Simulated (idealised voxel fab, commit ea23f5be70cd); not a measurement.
Module name: voxel ribs on slabs (process module)
Section shown: cut. Width: 235 nm. Cell size: 5 nm, square.
Notation: cross-section as square-cell grid; stated in bands, top first, going down; one or more cell rows per band.
What a band's entry tells you: where the top is and where the bottom is, as heights in nm, and after that what lies inside, material by material from left to right, each with its width in nm. Empty space is written as the word "air", and a single material marked with the word "full width" occupies the band from edge to edge.
Below 0: as-received wafer, all one material; heights counted from there. Lowest band: no bottom, goes on down, written "z 0 and below".
Width "30..40": first value at the band's top row of cells, second value at its bottom row, equal change from row to row.
For the purposes of this document, the phrase "remains unaltered" attached to a step denotes that no cell within the cross-section was modified by that step.
This entry, "Closed void inventory", enumerates those empty regions of no fewer than 8 cells that possess no open connection to the top. Each region is reported in the form width x height at distance, the distance being taken from the left edge, with all three quantities expressed in nm.
It should be noted that, on the line of a given step, the content following the step's settings is a remark produced by the simulator itself with respect to that step.
overlay nm: step with mask; distance mask lay right of planned place; negative value = left of planned place.

**The process steps that were planned are listed below**
1. RECEIVE, material Si
2. DIRECTIONAL_DEP, material SiO2, thk nm 25
3. DIRECTIONAL_DEP, material polySi, thk nm 25
4. DIRECTIONAL_DEP, material aC, thk nm 10
5. PATTERN, tone cover, mask id RIB, material resist, width nm 25, thk nm 25, overlay nm 0
6. DIRECTIONAL_ETCH, etch materials aC, depth nm 10
7. STRIP, etch materials resist
8. DIRECTIONAL_ETCH, etch materials polySi, depth nm 10
9. STRIP, etch materials aC
10. DIRECTIONAL_DEP, material aC, thk nm 15
11. PATTERN, tone cover, mask id SLAB, material resist, width nm 65, thk nm 35, overlay nm 0
12. DIRECTIONAL_ETCH, etch materials aC, depth nm 15
13. STRIP, etch materials resist
14. DIRECTIONAL_ETCH, etch materials polySi, depth nm 15
15. STRIP, etch materials aC
16. FILL_DEP, material SiO2, thk nm 30
17. CMP, height nm 70
18. DIRECTIONAL_DEP, material W, thk nm 5
19. PATTERN, tone cover, mask id HEATER, material resist, width nm 35, thk nm 15, overlay nm 0
20. DIRECTIONAL_ETCH, etch materials W, depth nm 5
21. STRIP, etch materials resist
22. CONFORMAL_DEP, material SiN, thk nm 5

**The cross-section here shows the wafer as received, i.e. in its state after step 1**
	z 0 and below | Si full width
	Closed void inventory: none

**First of two wafers: cross-section at end of module, run per plan**
	z 80 to 75 | air (95), then SiN (45), then air (95)
	z 75 to 70 | SiN (100), then W (35), then SiN (100)
	z 70 to 50 | SiO2 full width
	z 50 to 40 | SiO2 (105), then polySi (25), then SiO2 (105)
	z 40 to 25 | SiO2 (85), then polySi (65), then SiO2 (85)
	z 25 to 0 | SiO2 full width
	z 0 and below | Si full width
	Closed void inventory: none

**Now the second wafer, cross-sectioned at the end of the module. Nothing different at the start, nothing different in the plan compared with the first, just one mistake when it was actually run**
	z 80 to 75 | air (100), then SiN (40), then air (95)
	z 75 to 70 | SiN (105), then W (30), then SiN (100)
	z 70 to 50 | SiO2 full width
	z 50 to 40 | SiO2 (105), then polySi (25), then SiO2 (105)
	z 40 to 25 | SiO2 (85), then polySi (65), then SiO2 (85)
	z 25 to 0 | SiO2 full width
	z 0 and below | Si full width
	Closed void inventory: none
Deviation from plan: step 19 ran as: PATTERN, tone cover, mask id HEATER, material resist, width nm 30, thk nm 15, overlay nm 0
It is noted that, at the conclusion of processing, the second wafer exhibits a higher or lower cell count for certain materials relative to the first: -1 W
